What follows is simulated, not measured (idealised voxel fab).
The following is a process module called voxel self aligned vias.
Square cell edge 5 nm, section width 300 nm, ID cut.
A cross-section in this document is a grid of square cells, and it is written down as bands, the top band listed before the ones below it; a band is made up of one or more rows of cells.
The entry gives the band's vertical extent as a top height and a bottom height in nm, then its horizontal make-up as materials from left to right, each with a width in nm. "blank" stands for empty space; a single material marked "edge to edge" fills the band edge to edge.
Heights are measured from 0, the level below which the as-received wafer is all one material; the lowest band has no bottom and continues downward, written as in "from 0 down".
The two numbers in a width such as "30 to 40" mark its ends across the band: the first belongs to the top row of cells, the second to the bottom row, and from each row to the next the width moves by the same amount.
Step note "identical to before" = no cross-section cell changed.
Empty spaces counting at least 8 cells and having no open way to the top are listed in "Sealed void inventory". The notation width x height at distance is used for each, the distance being from the left edge and all three values in nm.
The remark found on a step's line after its settings is issued by the simulator itself and pertains to that step.
overlay nm: right-of-plan distance of the mask on a masked step; negative values mean left-of-plan.
Steps planned for the process:
step 1: RECEIVE | material Si
step 2: CONFORMAL_DEP | material SiO2 | thk nm 10
step 3: CONFORMAL_DEP | material SiCN | thk nm 5
step 4: DIRECTIONAL_DEP | material lowk | thk nm 25
step 5: PATTERN | tone open | mask id LINES | material resist | width nm 25 | pitch nm 50 | thk nm 20 | overlay nm 0
step 6: DIRECTIONAL_ETCH | etch materials lowk | depth nm 25
step 7: STRIP | etch materials resist
step 8: CONFORMAL_DEP | material TiN | thk nm 5
step 9: FILL_DEP | material W | thk nm 5
step 10: CMP | height nm 40
step 11: SELECTIVE_ETCH | etch materials W Ru TiN | depth nm 5
step 12: FILL_DEP | material SiN | thk nm 10
step 13: CMP | height nm 40
step 14: DIRECTIONAL_DEP | material lowk | thk nm 15
step 15: MASKED_ETCH | tone open | mask id VIAS | width nm 35 | pitch nm 50 | etch materials lowk | depth nm 15 | overlay nm 0
step 16: MASKED_ETCH | tone open | mask id VIAS | width nm 35 | pitch nm 50 | etch materials SiN | depth nm 5 | overlay nm 0
step 17: CONFORMAL_DEP | material TiN | thk nm 5
step 18: FILL_DEP | material Cu | thk nm 10
step 19: CMP | height nm 55
step 20: CONFORMAL_DEP | material SiN | thk nm 5
Cross-section of the wafer at receipt, which is the condition after step 1:
	from 0 down: Si edge to edge
	Sealed void inventory: none
As-planned run: cross-section of the first of two wafers at end of module:
	from 60 to 55: SiN edge to edge
	from 55 to 45: lowk 105  TiN 5  Cu 25  TiN 5  lowk 15  TiN 5  Cu 25  TiN 5  lowk 110
	from 45 to 40: lowk 105  TiN 10  Cu 15  TiN 10  lowk 15  TiN 10  Cu 15  TiN 10  lowk 110
	from 40 to 35: lowk 110  TiN 25  lowk 25  TiN 25  lowk 115
	from 35 to 20: lowk 110  TiN 5  W 15  TiN 5  lowk 25  TiN 5  W 15  TiN 5  lowk 115
	from 20 to 15: lowk 110  TiN 25  lowk 25  TiN 25  lowk 115
	from 15 to 10: SiCN edge to edge
	from 10 to 0: SiO2 edge to edge
	from 0 down: Si edge to edge
	Sealed void inventory: none
Wafer two, end of module, cross-section. Same start, same plan as wafer one. One mistake in the run:
	from 60 to 55: SiN edge to edge
	from 55 to 45: lowk 105  TiN 5  Cu 25  TiN 5  lowk 15  TiN 5  Cu 25  TiN 5  lowk 110
	from 45 to 40: lowk 105  TiN 15  Cu 5  TiN 15  lowk 15  TiN 15  Cu 5  TiN 15  lowk 110
	from 40 to 35: lowk 115  TiN 15  lowk 35  TiN 15  lowk 120
	from 35 to 20: lowk 115  TiN 5  W 5  TiN 5  lowk 35  TiN 5  W 5  TiN 5  lowk 120
	from 20 to 15: lowk 115  TiN 15  lowk 35  TiN 15  lowk 120
	from 15 to 10: SiCN edge to edge
	from 10 to 0: SiO2 edge to edge
	from 0 down: Si edge to edge
	Sealed void inventory: none
Where did the run depart from the plan? so step 5 ended up running with a different setting than we planned, it ran as PATTERN | tone open | mask id LINES | material resist | width nm 15 | pitch nm 50 | thk nm 20 | overlay nm 0
Final cells, second wafer relative to first, materials higher or lower: -4 Cu; -4 TiN; -12 W; +20 lowk
